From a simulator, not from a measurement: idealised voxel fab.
The following is a process module called voxel capacitor over wiring.
Section cut is 295 nm wide and gridded with 5 nm square cells.
Cross-section layout: square cells on a grid; listed as bands, top to bottom; a band spans one or more cell rows. Band: top and bottom heights (nm) first, top before bottom; then materials from left to right, widths in nm. "everywhere" marks a sole material filling the band edge to edge. "blank" denotes empty space. All heights in this document are referenced to 0, defined as the level beneath which the wafer, as received, consists entirely of one material. The lowest band is not bounded below; it extends indefinitely downward and is written in the form "z 0 and below". When a width is written as two numbers, as in "30->40", the first number is the width in the top row of cells of the band and the second is the width in its bottom row, and the width changes by the same amount from each row to the next. What does "no change" mean for a step? It means no cell of the cross-section changed in that step. "Sealed internal voids" specifies each empty space that is not open to the top and that occupies no fewer than 8 cells, using the form width x height at distance, the distance measured from the left edge and all three quantities in nm. Read whatever lies past the settings on a step's line as the simulator's own remark about the step. A step's line can hold "overlay nm"; with a mask on that step, the setting says how far right of the planned place the mask lay, while a negative setting says it lay to the left.

PLANNED PROCESS STEPS
- 1: RECEIVE,material Si
- 2: CONFORMAL_DEP,material SiO2,thk nm 10
- 3: CONFORMAL_DEP,material SiN,thk nm 5
- 4: DIRECTIONAL_DEP,material lowk,thk nm 25
- 5: MASKED_ETCH,tone open,mask id METAL_1,width nm 20,pitch nm 85,etch materials lowk,depth nm 25,overlay nm 0
- 6: MASKED_ETCH,tone open,mask id METAL_1,width nm 20,pitch nm 85,etch materials SiN,depth nm 5,overlay nm 0
- 7: CONFORMAL_DEP,material TiN,thk nm 5
- 8: FILL_DEP,material Cu,thk nm 5
- 9: CMP,height nm 40
- 10: CONFORMAL_DEP,material SiCN,thk nm 5
- 11: DIRECTIONAL_DEP,material lowk,thk nm 10
- 12: MASKED_ETCH,tone open,mask id PLUG_1,width nm 15,etch materials lowk,depth nm 10,overlay nm 0
- 13: MASKED_ETCH,tone open,mask id PLUG_1,width nm 15,etch materials SiCN,depth nm 5,overlay nm 0
- 14: EPI,material Ru,thk nm 10
- 15: EPI,material Ru,thk nm 5
- 16: DIRECTIONAL_DEP,material TiN,thk nm 10
- 17: DIRECTIONAL_DEP,material SiN,thk nm 5
- 18: DIRECTIONAL_DEP,material TiN,thk nm 5
- 19: DIRECTIONAL_DEP,material aC,thk nm 15
- 20: PATTERN,tone cover,mask id UPPER_PLATE,material resist,width nm 70,thk nm 30,overlay nm 0
- 21: DIRECTIONAL_ETCH,etch materials aC,depth nm 15
- 22: STRIP,etch materials resist
- 23: DIRECTIONAL_ETCH,etch materials TiN,depth nm 5
- 24: DIRECTIONAL_ETCH,etch materials SiN,depth nm 5
- 25: STRIP,etch materials aC
- 26: DIRECTIONAL_DEP,material aC,thk nm 15
- 27: PATTERN,tone cover,mask id LOWER_PLATE,material resist,width nm 80,thk nm 30,overlay nm 0
- 28: DIRECTIONAL_ETCH,etch materials aC,depth nm 15
- 29: STRIP,etch materials resist
- 30: DIRECTIONAL_ETCH,etch materials TiN,depth nm 10
- 31: STRIP,etch materials aC
- 32: FILL_DEP,material SiO2,thk nm 15
- 33: CMP,height nm 85
- 34: PATTERN,tone open,mask id PLUG_2,material resist,width nm 15,thk nm 15,overlay nm 0
- 35: DIRECTIONAL_ETCH,etch materials SiO2,depth nm 10
- 36: STRIP,etch materials resist
- 37: CONFORMAL_DEP,material TiN,thk nm 5
- 38: FILL_DEP,material W,thk nm 5
- 39: CMP,height nm 85
- 40: CONFORMAL_DEP,material SiCN,thk nm 5

AS-RECEIVED STATE OF THE WAFER IN CROSS-SECTION, EQUIVALENT TO POST-STEP 1
    z 0 and below = Si everywhere
    Sealed internal voids: none

BELOW IS THE WAFER IN CROSS-SECTION AFTER THE MODULE WAS COMPLETED. IT BEGAN FROM THE STARTING POINT SHOWN ABOVE AND FOLLOWED THE PLAN SHOWN ABOVE, EXCEPT THAT ONE MISTAKE WAS MADE WHILE RUNNING IT
    z 90 to 85 = SiCN everywhere
    z 85 to 80 = SiO2 110 | TiN 5 | W 5 | TiN 5 | SiO2 170
    z 80 to 70 = SiO2 110->100 | TiN 15->25 | SiO2 170
    z 70 to 65 = SiO2 100 | SiN 25 | SiO2 170
    z 65 to 60 = SiO2 95 | TiN 75 | SiO2 125
    z 60 to 55 = SiO2 95 | TiN 30 | SiN 45 | SiO2 125
    z 55 to 45 = SiO2 90 | Ru 35 | TiN 50 | SiO2 120
    z 45 to 40 = SiCN 100 | Ru 15 | SiCN 180
    z 40 to 15 = lowk 95 | TiN 5 | Cu 10 | TiN 5 | lowk 65 | TiN 5 | Cu 10 | TiN 5 | lowk 95
    z 15 to 10 = SiN 95 | TiN 20 | SiN 65 | TiN 20 | SiN 95
    z 10 to 0 = SiO2 everywhere
    z 0 and below = Si everywhere
    Sealed internal voids: none
Against the plan, the run slipped here: step 11 of the plan was omitted and not executed
